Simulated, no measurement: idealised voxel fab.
process module | voxel self aligned vias
Section cut is 245 nm wide and gridded with 5 nm square cells.
Think of the cross-section as a grid of square cells. We describe it in bands, top to bottom, and each band covers one or more rows of those cells.
A band entry consists of two parts. The first gives the height of the band's top and the height of its bottom, in nm. The rest lists the band's materials from left to right, each with its width in nm. A single material labelled with the word "throughout" fills the band from edge to edge, and the word "blank" marks empty space.
Height reference: 0 = level under which incoming wafer is all one material. Lowest band: no bottom, runs on downward, e.g. "0 and below".
Graded width ("30 to 40"): value in top row of band = first number; value in bottom row = second number; row-to-row change constant.
Given "everything unchanged" for a step, no cell of the cross-section differs between before and after that step.
Look at "Sealed-off cavities" for the closed voids: empty spaces with no open path to the top, sized 8 cells or up. Each is width x height at distance, distance from the left edge, all nm.
Where a step's line continues beyond its settings, the continuation is a remark by the simulator itself on that step.
Each step line may optionally specify "overlay nm", which for a step with a mask gives the rightward distance between the mask's planned place and where it lay, a negative value indicating the leftward direction.

[Process steps (planned)]
- 1: op RECEIVE | material Si
- 2: op CONFORMAL_DEP | material SiO2 | thk nm 10
- 3: op CONFORMAL_DEP | material SiCN | thk nm 5
- 4: op DIRECTIONAL_DEP | material lowk | thk nm 25
- 5: op PATTERN | tone open | mask id LINES | material resist | width nm 30 | pitch nm 65 | thk nm 15 | overlay nm 0
- 6: op DIRECTIONAL_ETCH | etch materials lowk | depth nm 25
- 7: op STRIP | etch materials resist
- 8: op CONFORMAL_DEP | material TiN | thk nm 5
- 9: op FILL_DEP | material Ru | thk nm 10
- 10: op CMP | height nm 40
- 11: op SELECTIVE_ETCH | etch materials W Ru TiN | depth nm 10
- 12: op FILL_DEP | material SiN | thk nm 5
- 13: op CMP | height nm 40
- 14: op DIRECTIONAL_DEP | material lowk | thk nm 15
- 15: op MASKED_ETCH | tone open | mask id VIAS | width nm 40 | pitch nm 65 | etch materials lowk | depth nm 15 | overlay nm 0
- 16: op MASKED_ETCH | tone open | mask id VIAS | width nm 40 | pitch nm 65 | etch materials SiN | depth nm 10 | overlay nm -15
- 17: op CONFORMAL_DEP | material TiN | thk nm 5
- 18: op FILL_DEP | material Ru | thk nm 10
- 19: op CMP | height nm 55
- 20: op CONFORMAL_DEP | material SiN | thk nm 5
The wafers in this document start out alike and differ in the overlay nm applied at step 16; the plan shows the value used for the first wafer.

[After step 1, as received: first of several wafers, cross-section]
> 0 and below: Si throughout
> Sealed-off cavities: none

[Tabulated below, wafer by wafer, are the end-of-module results: for each material, the number of cells gained (+) or lost (-) relative to the as-received state, followed by the closed voids]
overlay nm -15; +72 Ru; +49 SiCN; +61 SiN; +98 SiO2; +78 TiN; +230 lowk; Sealed-off cavities: none
overlay nm -10; +78 Ru; +49 SiCN; +55 SiN; +98 SiO2; +78 TiN; +230 lowk; Sealed-off cavities: none
overlay nm -5; +84 Ru; +49 SiCN; +49 SiN; +98 SiO2; +78 TiN; +230 lowk; Sealed-off cavities: none
overlay nm 0; +84 Ru; +49 SiCN; +49 SiN; +98 SiO2; +78 TiN; +230 lowk; Sealed-off cavities: none
overlay nm 5; +84 Ru; +49 SiCN; +49 SiN; +98 SiO2; +78 TiN; +230 lowk; Sealed-off cavities: none
overlay nm 10; +78 Ru; +49 SiCN; +55 SiN; +98 SiO2; +78 TiN; +230 lowk; Sealed-off cavities: none
overlay nm 15; +72 Ru; +49 SiCN; +61 SiN; +98 SiO2; +78 TiN; +230 lowk; Sealed-off cavities: none
